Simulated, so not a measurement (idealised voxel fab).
process module | voxel self aligned contacts
cross-section cut | 260 nm wide | cells 5 nm
A cross-section is a grid of square cells, given in bands from the top down. A band is one or more rows of cells.
Each band's line starts with the height of the band's top and of its bottom, in nm. Then come its materials from left to right, each with its width in nm. One material with "throughout" fills the band from edge to edge. "air" is empty space.
Height 0 is the level under which the wafer as received is all one material. The lowest band goes on downwards, as in "0 down".
A width such as "30 to 40" changes by the same amount from each row of cells to the next, from the band's top row to its bottom row.
"no change" after a step means that no cell of the cross-section changed.
closed voids: empty space of 8 cells or more with no open way to the top, each as width x height at its distance from the left edge, in nm
after a step's settings: what the simulator itself notes on the step
overlay nm, on a step with a mask: how far to the right of its planned place the mask lay; to the left if negative
plan
1 op RECEIVE | material Si
2 op OXIDIZE | depth nm 5
3 op DIRECTIONAL_DEP | material polySi | thk nm 30
4 op DIRECTIONAL_DEP | material SiN | thk nm 15
5 op MASKED_ETCH | tone cover | mask id GATE | width nm 25 | pitch nm 60 | etch materials SiN | depth nm 15 | overlay nm 0
6 op MASKED_ETCH | tone cover | mask id GATE | width nm 25 | pitch nm 60 | etch materials polySi | depth nm 30 | overlay nm 0
7 op CONFORMAL_DEP | material SiN | thk nm 5
8 op DIRECTIONAL_ETCH | etch materials SiN | depth nm 5
9 op FILL_DEP | material SiO2 | thk nm 20
10 op CMP | height nm 55
11 op MASKED_ETCH | tone open | mask id CONTACT | width nm 45 | etch materials SiO2 | depth nm 60 | overlay nm 0
12 op CONFORMAL_DEP | material TiN | thk nm 5
13 op FILL_DEP | material W | thk nm 10
14 op CMP | height nm 55
15 op CONFORMAL_DEP | material SiN | thk nm 5
as received, after step 1
  0 down: Si throughout
  closed voids: none
a wafer at the end: this start, this plan, one mistake
  60 to 55: SiN throughout
  55 to 45: SiO2 105 | TiN 5 to 15 | W 35 to 15 | TiN 5 to 15 | SiO2 110
  45 to 30: SiO2 80 | SiN 35 | TiN 5 | W 15 | TiN 5 | SiN 35 | SiO2 85
  30 to 10: SiO2 80 | SiN 5 | polySi 25 | SiN 5 | TiN 5 | W 15 | TiN 5 | SiN 5 | polySi 25 | SiN 5 | SiO2 85
  10 to 5: SiO2 80 | SiN 5 | polySi 25 | SiN 5 | TiN 25 | SiN 5 | polySi 25 | SiN 5 | SiO2 85
  5 to 0: SiN 85 | polySi 25 | SiN 35 | polySi 25 | SiN 90
  0 to -5: SiO2 throughout
  -5 down: Si throughout
  closed voids: none
what went wrong: steps 7 and 8 were swapped
